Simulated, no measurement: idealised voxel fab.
The following is a process module called voxel gate over fins.
FYI the section here is cut, 290 nm wide, cells are 5 nm squares.
Cross-section format: a grid of square cells, given as bands from top to bottom; each band is one or more rows of cells.
Each band's line starts with the height of the band's top and of its bottom, in nm. Then come its materials from left to right, each with its width in nm. One material with "full width" fills the band from edge to edge. "empty" is empty space.
Beneath 0, the wafer as received is one material, and that level is where height counting begins. The lowest band goes on downward without a bottom; it is written like "0 -> down".
Width: "30 to 40" (first number = top row, second number = bottom row, same change from row to row of cells).
The designation "remained unchanged", where it is given for a processing step, indicates that no cell of the cross-section was altered in the course of that step.
Basically, "Catalogued sealed voids" tells you about the enclosed voids: empty spaces with no open way to the top, 8 cells or bigger, each written width x height at distance, where distance is from the left edge, all in nm.
On a step's line, text after the settings is the simulator commenting on that step.
A step's line can hold "overlay nm"; with a mask on that step, the setting says how far right of the planned place the mask lay, while a negative setting says it lay to the left.
**Process steps foreseen in the plan**
1. RECEIVE,material Si
2. CONFORMAL_DEP,material SiN,thk nm 10
3. DIRECTIONAL_DEP,material aC,thk nm 10
4. PATTERN,tone cover,mask id FINS,material resist,width nm 15,pitch nm 45,thk nm 30,overlay nm 0
5. DIRECTIONAL_ETCH,etch materials aC,depth nm 10
6. STRIP,etch materials resist
7. DIRECTIONAL_ETCH,etch materials SiN,depth nm 10
8. DIRECTIONAL_ETCH,etch materials Si,depth nm 40
9. STRIP,etch materials aC
10. OXIDIZE,depth nm 5
11. FILL_DEP,material SiO2,thk nm 5
12. CMP,height nm 10
13. SELECTIVE_ETCH,etch materials SiO2,depth nm 25
14. STRIP,etch materials SiN
15. CONFORMAL_DEP,material HfO2,thk nm 5
16. CONFORMAL_DEP,material TiN,thk nm 5
17. CONFORMAL_DEP,material TiAl,thk nm 5
18. CONFORMAL_DEP,material TiN,thk nm 5
19. FILL_DEP,material W,thk nm 10
20. CMP,height nm 25
21. CONFORMAL_DEP,material SiN,thk nm 5
**Cross-section: wafer on arrival = after step 1**
* 0 -> down | Si full width
* Catalogued sealed voids: none
**Looking at the first of two wafers in cross-section at end of module - ran to plan**
* 30 -> 25 | SiN full width
* 25 -> 20 | W full width
* 20 -> 15 | W: 75, TiN: 135, W: 80
* 15 -> 10 | W: 75, TiN: 5, TiAl: 35, TiN: 10, TiAl: 35, TiN: 10, TiAl: 35, TiN: 5, W: 80
* 10 -> 5 | W: 75, TiN: 5, TiAl: 5, TiN: 25, TiAl: 5, TiN: 10, TiAl: 5, TiN: 25, TiAl: 5, TiN: 10, TiAl: 5, TiN: 25, TiAl: 5, TiN: 5, W: 80
* 5 -> 0 | TiN: 80, TiAl: 5, TiN: 5, HfO2: 15, TiN: 5, TiAl: 5, TiN: 10, TiAl: 5, TiN: 5, HfO2: 15, TiN: 5, TiAl: 5, TiN: 10, TiAl: 5, TiN: 5, HfO2: 15, TiN: 5, TiAl: 5, TiN: 85
* 0 -> -5 | TiAl: 85, TiN: 5, HfO2: 5, Si: 5, HfO2: 5, TiN: 5, TiAl: 20, TiN: 5, HfO2: 5, Si: 5, HfO2: 5, TiN: 5, TiAl: 20, TiN: 5, HfO2: 5, Si: 5, HfO2: 5, TiN: 5, TiAl: 90
* -5 -> -10 | TiN: 90, HfO2: 5, Si: 5, HfO2: 5, TiN: 30, HfO2: 5, Si: 5, HfO2: 5, TiN: 30, HfO2: 5, Si: 5, HfO2: 5, TiN: 95
* -10 -> -15 | HfO2: 95, Si: 5, HfO2: 40, Si: 5, HfO2: 40, Si: 5, HfO2: 100
* -15 -> -45 | SiO2: 95, Si: 5, SiO2: 40, Si: 5, SiO2: 40, Si: 5, SiO2: 100
* -45 -> down | Si full width
* Catalogued sealed voids: none
**Cross-sectional image of the second wafer of the two following completion of the module. Starting state and process plan were the same as for the first wafer; one execution error occurred**
* 30 -> 25 | SiN full width
* 25 -> 20 | W full width
* 20 -> 15 | W: 75, TiN: 135, W: 80
* 15 -> 10 | W: 75, TiN: 5, TiAl: 35, TiN: 10, TiAl: 35, TiN: 10, TiAl: 35, TiN: 5, W: 80
* 10 -> 5 | W: 75, TiN: 5, TiAl: 5, HfO2: 25, TiAl: 5, TiN: 10, TiAl: 5, HfO2: 25, TiAl: 5, TiN: 10, TiAl: 5, HfO2: 25, TiAl: 5, TiN: 5, W: 80
* 5 -> 0 | TiN: 80, TiAl: 5, HfO2: 5, TiN: 15, HfO2: 5, TiAl: 5, TiN: 10, TiAl: 5, HfO2: 5, TiN: 15, HfO2: 5, TiAl: 5, TiN: 10, TiAl: 5, HfO2: 5, TiN: 15, HfO2: 5, TiAl: 5, TiN: 85
* 0 -> -5 | TiAl: 85, HfO2: 5, TiN: 5, Si: 5, TiN: 5, HfO2: 5, TiAl: 20, HfO2: 5, TiN: 5, Si: 5, TiN: 5, HfO2: 5, TiAl: 20, HfO2: 5, TiN: 5, Si: 5, TiN: 5, HfO2: 5, TiAl: 90
* -5 -> -10 | HfO2: 90, TiN: 5, Si: 5, TiN: 5, HfO2: 30, TiN: 5, Si: 5, TiN: 5, HfO2: 30, TiN: 5, Si: 5, TiN: 5, HfO2: 95
* -10 -> -15 | TiN: 95, Si: 5, TiN: 40, Si: 5, TiN: 40, Si: 5, TiN: 100
* -15 -> -45 | SiO2: 95, Si: 5, SiO2: 40, Si: 5, SiO2: 40, Si: 5, SiO2: 100
* -45 -> down | Si full width
* Catalogued sealed voids: none
Which mistake was made when the wafer was run? transposition of steps 15 and 16 relative to the planned sequence
By the end, you'd get the same cell count for each material on either wafer, but the second wafer puts them somewhere else.
